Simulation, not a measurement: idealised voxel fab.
Process module, titled voxel self aligned vias
Cross-sectional view cut (width: 285 nm; square cell size: 5 nm).
Cross-section format: a grid of square cells, given as bands from top to bottom; each band is one or more rows of cells. What a band's entry tells you: where the top is and where the bottom is, as heights in nm, and after that what lies inside, material by material from left to right, each with its width in nm. Empty space is written as the word "air", and a single material marked with the word "edge to edge" occupies the band from edge to edge. Beneath 0, the wafer as received is one material, and that level is where height counting begins. The lowest band goes on downward without a bottom; it is written like "0 and below". Note: "30 to 40" means the width goes from the first number (top row of the band) to the second number (bottom row) in equal steps per row of cells. Where a step carries "no change", the cross-section came out of it unchanged, cell for cell. "Enclosed void listing" lists enclosed empty spaces (at least 8 cells, no open path upward to the top), each as width x height at distance from the left edge, in nm. Where a step's line continues beyond its settings, the continuation is a remark by the simulator itself on that step. overlay nm: on a step with a mask, how far right of its planned place the mask lay; negative means left.

THE PROCESS STEPS THAT WERE PLANNED ARE LISTED BELOW
1: RECEIVE | material Si
2: CONFORMAL_DEP | material SiO2 | thk nm 15
3: CONFORMAL_DEP | material SiCN | thk nm 5
4: DIRECTIONAL_DEP | material SiO2 | thk nm 25
5: DIRECTIONAL_DEP | material aC | thk nm 15
6: PATTERN | tone open | mask id LINES | material resist | width nm 25 | pitch nm 60 | thk nm 35 | overlay nm 0
7: DIRECTIONAL_ETCH | etch materials aC | depth nm 15
8: STRIP | etch materials resist
9: DIRECTIONAL_ETCH | etch materials SiO2 | depth nm 25
10: STRIP | etch materials aC
11: CONFORMAL_DEP | material TiN | thk nm 5
12: FILL_DEP | material W | thk nm 5
13: CMP | height nm 45
14: SELECTIVE_ETCH | etch materials W Ru TiN | depth nm 10
15: FILL_DEP | material SiN | thk nm 5
16: CMP | height nm 45
17: DIRECTIONAL_DEP | material SiO2 | thk nm 15
18: MASKED_ETCH | tone open | mask id VIAS | width nm 35 | etch materials SiO2 | depth nm 15 | overlay nm 0
19: MASKED_ETCH | tone open | mask id VIAS | width nm 35 | etch materials SiN | depth nm 10 | overlay nm 0
20: CONFORMAL_DEP | material TiN | thk nm 5
21: FILL_DEP | material Ru | thk nm 5
22: CMP | height nm 60
23: CONFORMAL_DEP | material SiN | thk nm 5

FIRST OF TWO WAFERS, PROCESSED ACCORDING TO PLAN

CROSS-SECTION: WAFER ON ARRIVAL = AFTER STEP 1
  0 and below | Si edge to edge
  Enclosed void listing: none

STEP 2 DONE - WAFER CROSS-SECTION
  15 down to 0 | SiO2 edge to edge
  At heights below 0, the structure remains unaltered.

STEP 3 DONE - WAFER CROSS-SECTION
  20 down to 15 | SiCN edge to edge
  At heights below 15, the structure remains unaltered.

STEP 4 DONE - WAFER CROSS-SECTION
  45 down to 20 | SiO2 edge to edge
  At heights below 20, the structure remains unaltered.

STEP 5 DONE - WAFER CROSS-SECTION
  60 down to 45 | aC edge to edge
  At heights below 45, the structure remains unaltered.

STEP 6 DONE - WAFER CROSS-SECTION
  95 down to 60 | resist (100) / air (25) / resist (35) / air (25) / resist (100)
  At heights below 60, the structure remains unaltered.

STEP 7 DONE - WAFER CROSS-SECTION
  80 down to 60 | resist (100) / air (25) / resist (35) / air (25) / resist (100)
  60 down to 45 | aC (100) / air (25) / aC (35) / air (25) / aC (100)
  At heights below 45, the structure remains unaltered.

STEP 8 DONE - WAFER CROSS-SECTION
  60 down to 45 | aC (100) / air (25) / aC (35) / air (25) / aC (100)
  At heights below 45, the structure remains unaltered.

STEP 9 DONE - WAFER CROSS-SECTION
  60 down to 45 | aC (100) / air (25) / aC (35) / air (25) / aC (100)
  45 down to 20 | SiO2 (100) / air (25) / SiO2 (35) / air (25) / SiO2 (100)
  At heights below 20, the structure remains unaltered.

STEP 10 DONE - WAFER CROSS-SECTION
  45 down to 20 | SiO2 (100) / air (25) / SiO2 (35) / air (25) / SiO2 (100)
  At heights below 20, the structure remains unaltered.

STEP 11 DONE - WAFER CROSS-SECTION
  50 down to 45 | TiN (105) / air (15) / TiN (45) / air (15) / TiN (105)
  45 down to 25 | SiO2 (100) / TiN (5) / air (15) / TiN (5) / SiO2 (35) / TiN (5) / air (15) / TiN (5) / SiO2 (100)
  25 down to 20 | SiO2 (100) / TiN (25) / SiO2 (35) / TiN (25) / SiO2 (100)
  At heights below 20, the structure remains unaltered.

STEP 12 DONE - WAFER CROSS-SECTION
  55 down to 50 | W edge to edge
  50 down to 45 | TiN (105) / W (15) / TiN (45) / W (15) / TiN (105)
  45 down to 25 | SiO2 (100) / TiN (5) / W (15) / TiN (5) / SiO2 (35) / TiN (5) / W (15) / TiN (5) / SiO2 (100)
  At heights below 25, the structure remains unaltered.

STEP 13 DONE - WAFER CROSS-SECTION
  45 down to 25 | SiO2 (100) / TiN (5) / W (15) / TiN (5) / SiO2 (35) / TiN (5) / W (15) / TiN (5) / SiO2 (100)
  At heights below 25, the structure remains unaltered.

STEP 14 DONE - WAFER CROSS-SECTION
  45 down to 35 | SiO2 (100) / air (25) / SiO2 (35) / air (25) / SiO2 (100)
  At heights below 35, the structure remains unaltered.

STEP 15 DONE - WAFER CROSS-SECTION
  50 down to 45 | SiN edge to edge
  45 down to 35 | SiO2 (100) / SiN (25) / SiO2 (35) / SiN (25) / SiO2 (100)
  At heights below 35, the structure remains unaltered.

STEP 16 DONE - WAFER CROSS-SECTION
  45 down to 35 | SiO2 (100) / SiN (25) / SiO2 (35) / SiN (25) / SiO2 (100)
  At heights below 35, the structure remains unaltered.

STEP 17 DONE - WAFER CROSS-SECTION
  60 down to 45 | SiO2 edge to edge
  At heights below 45, the structure remains unaltered.

STEP 18 DONE - WAFER CROSS-SECTION
  60 down to 45 | SiO2 (95) / air (35) / SiO2 (155)
  At heights below 45, the structure remains unaltered.

STEP 19 DONE - WAFER CROSS-SECTION
  60 down to 45 | SiO2 (95) / air (35) / SiO2 (155)
  45 down to 35 | SiO2 (100) / air (25) / SiO2 (35) / SiN (25) / SiO2 (100)
  At heights below 35, the structure remains unaltered.

STEP 20 DONE - WAFER CROSS-SECTION
  65 down to 60 | TiN (100) / air (25) / TiN (160)
  60 down to 50 | SiO2 (95) / TiN (5) / air (25) / TiN (5) / SiO2 (155)
  50 down to 45 | SiO2 (95) / TiN (10) / air (15) / TiN (10) / SiO2 (155)
  45 down to 40 | SiO2 (100) / TiN (5) / air (15) / TiN (5) / SiO2 (35) / SiN (25) / SiO2 (100)
  40 down to 35 | SiO2 (100) / TiN (25) / SiO2 (35) / SiN (25) / SiO2 (100)
  At heights below 35, the structure remains unaltered.

STEP 21 DONE - WAFER CROSS-SECTION
  70 down to 65 | Ru edge to edge
  65 down to 60 | TiN (100) / Ru (25) / TiN (160)
  60 down to 50 | SiO2 (95) / TiN (5) / Ru (25) / TiN (5) / SiO2 (155)
  50 down to 45 | SiO2 (95) / TiN (10) / Ru (15) / TiN (10) / SiO2 (155)
  45 down to 40 | SiO2 (100) / TiN (5) / Ru (15) / TiN (5) / SiO2 (35) / SiN (25) / SiO2 (100)
  At heights below 40, the structure remains unaltered.

STEP 22 DONE - WAFER CROSS-SECTION
  60 down to 50 | SiO2 (95) / TiN (5) / Ru (25) / TiN (5) / SiO2 (155)
  At heights below 50, the structure remains unaltered.

STEP 23 DONE - WAFER CROSS-SECTION
  65 down to 60 | SiN edge to edge
  At heights below 60, the structure remains unaltered.

FOR THE SECOND WAFER, TAKE THE FIRST WAFER'S START AND PLAN, THEN ADD ONE MISTAKE MADE IN RUNNING IT; EVERYTHING THROUGH STEP 17, THAT STEP INCLUDED, IS SHARED WITH THE FIRST

CROSS-SECTION, SECOND WAFER, AT THE END TIME THE PLAN GIVES FOR STEP 18
  60 down to 45 | SiO2 (90) / air (35) / SiO2 (160)
  At heights below 45, the structure remains unaltered.

CROSS-SECTION, SECOND WAFER, AT THE END TIME THE PLAN GIVES FOR STEP 19
  60 down to 45 | SiO2 (90) / air (35) / SiO2 (160)
  45 down to 35 | SiO2 (100) / air (25) / SiO2 (35) / SiN (25) / SiO2 (100)
  At heights below 35, the structure remains unaltered.

CROSS-SECTION, SECOND WAFER, AT THE END TIME THE PLAN GIVES FOR STEP 20
  65 down to 60 | TiN (95) / air (25) / TiN (165)
  60 down to 50 | SiO2 (90) / TiN (5) / air (25) / TiN (5) / SiO2 (160)
  50 down to 45 | SiO2 (90) / TiN (15) / air (15) / TiN (5) / SiO2 (160)
  45 down to 40 | SiO2 (100) / TiN (5) / air (15) / TiN (5) / SiO2 (35) / SiN (25) / SiO2 (100)
  40 down to 35 | SiO2 (100) / TiN (25) / SiO2 (35) / SiN (25) / SiO2 (100)
  At heights below 35, the structure remains unaltered.

CROSS-SECTION, SECOND WAFER, AT THE END TIME THE PLAN GIVES FOR STEP 21
  70 down to 65 | Ru edge to edge
  65 down to 60 | TiN (95) / Ru (25) / TiN (165)
  60 down to 50 | SiO2 (90) / TiN (5) / Ru (25) / TiN (5) / SiO2 (160)
  50 down to 45 | SiO2 (90) / TiN (15) / Ru (15) / TiN (5) / SiO2 (160)
  45 down to 40 | SiO2 (100) / TiN (5) / Ru (15) / TiN (5) / SiO2 (35) / SiN (25) / SiO2 (100)
  At heights below 40, the structure remains unaltered.

CROSS-SECTION, SECOND WAFER, AT THE END TIME THE PLAN GIVES FOR STEP 22
  60 down to 50 | SiO2 (90) / TiN (5) / Ru (25) / TiN (5) / SiO2 (160)
  At heights below 50, the structure remains unaltered.

CROSS-SECTION, SECOND WAFER, AT THE END TIME THE PLAN GIVES FOR STEP 23
  65 down to 60 | SiN edge to edge
  At heights below 60, the structure remains unaltered.
What broke from the plan during processing? the process deviated at step 18: the operation and settings actually run there were MASKED_ETCH | tone open | mask id VIAS | width nm 35 | etch materials SiO2 | depth nm 15 | overlay nm -5
Tallied in cells, the final second wafer holds each material in the same quantity as the first, although not at the same places.
